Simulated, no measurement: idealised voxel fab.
voxel fin reveal: a process module
Section cut is 150 nm wide and gridded with 5 nm square cells.
Notation: cross-section as square-cell grid; stated in bands, top first, going down; one or more cell rows per band.
Quick guide to a band line: top height, bottom height (nm) up front; then every material left to right with its width in nm. Only one material and it's marked "edge to edge"? Then it fills the band edge to edge. And "air" just means empty space.
Height datum 0, below which the as-received substrate wafer is one material. Lowest band open at the bottom, running downward: "0 nm and below".
Per-row width for "30->40": begins at first number (top row of band), ends at second number (bottom row), increment between rows held constant.
"stayed the same" -> step changed no cross-section cell.
So "Sealed void inventory" is basically the list of trapped voids: any empty space of 8 cells or more that can't reach the top through an opening. They're written width x height at distance, the distance being from the left edge, and it's all nm.
That trailing text on a step's line, after the settings, is the simulator's own remark on the step.
overlay nm: mask right of planned place by this much (step with mask). Neg. = left.

THE FOLLOWING LIST GIVES THE PLANNED PROCESS STEPS
- 1: RECEIVE (material Si)
- 2: CONFORMAL_DEP (material SiN; thk nm 10)
- 3: DIRECTIONAL_DEP (material aC; thk nm 15)
- 4: PATTERN (tone cover; mask id FINS; material resist; width nm 15; pitch nm 40; thk nm 30; overlay nm 0)
- 5: DIRECTIONAL_ETCH (etch materials aC; depth nm 15)
- 6: STRIP (etch materials resist)
- 7: DIRECTIONAL_ETCH (etch materials SiN; depth nm 10)
- 8: DIRECTIONAL_ETCH (etch materials Si; depth nm 40)
- 9: STRIP (etch materials aC)
- 10: OXIDIZE (depth nm 5)
- 11: FILL_DEP (material SiO2; thk nm 15)
- 12: CMP (height nm 10)
- 13: SELECTIVE_ETCH (etch materials SiO2; depth nm 35)
- 14: STRIP (etch materials SiN)

AS-RECEIVED WAFER CROSS-SECTION (AFTER STEP 1)
> 0 nm and below: Si edge to edge
> Sealed void inventory: none

THE MODULE WAS RUN FROM THE START SHOWN ABOVE USING THE PLAN SHOWN ABOVE, BUT ONE MISTAKE WAS MADE DOING IT; THE RESULTING WAFER CROSS-SECTION IS BELOW
> 0 nm to -25 nm: air=30 | Si=5 | air=35 | Si=5 | air=35 | Si=5 | air=35
> -25 nm to -55 nm: SiO2=30 | Si=5 | SiO2=35 | Si=5 | SiO2=35 | Si=5 | SiO2=35
> -55 nm and below: Si edge to edge
> Sealed void inventory: none
Want to know what went wrong? step 8 went in with a setting other than planned; the actual run was DIRECTIONAL_ETCH (etch materials Si; depth nm 50)
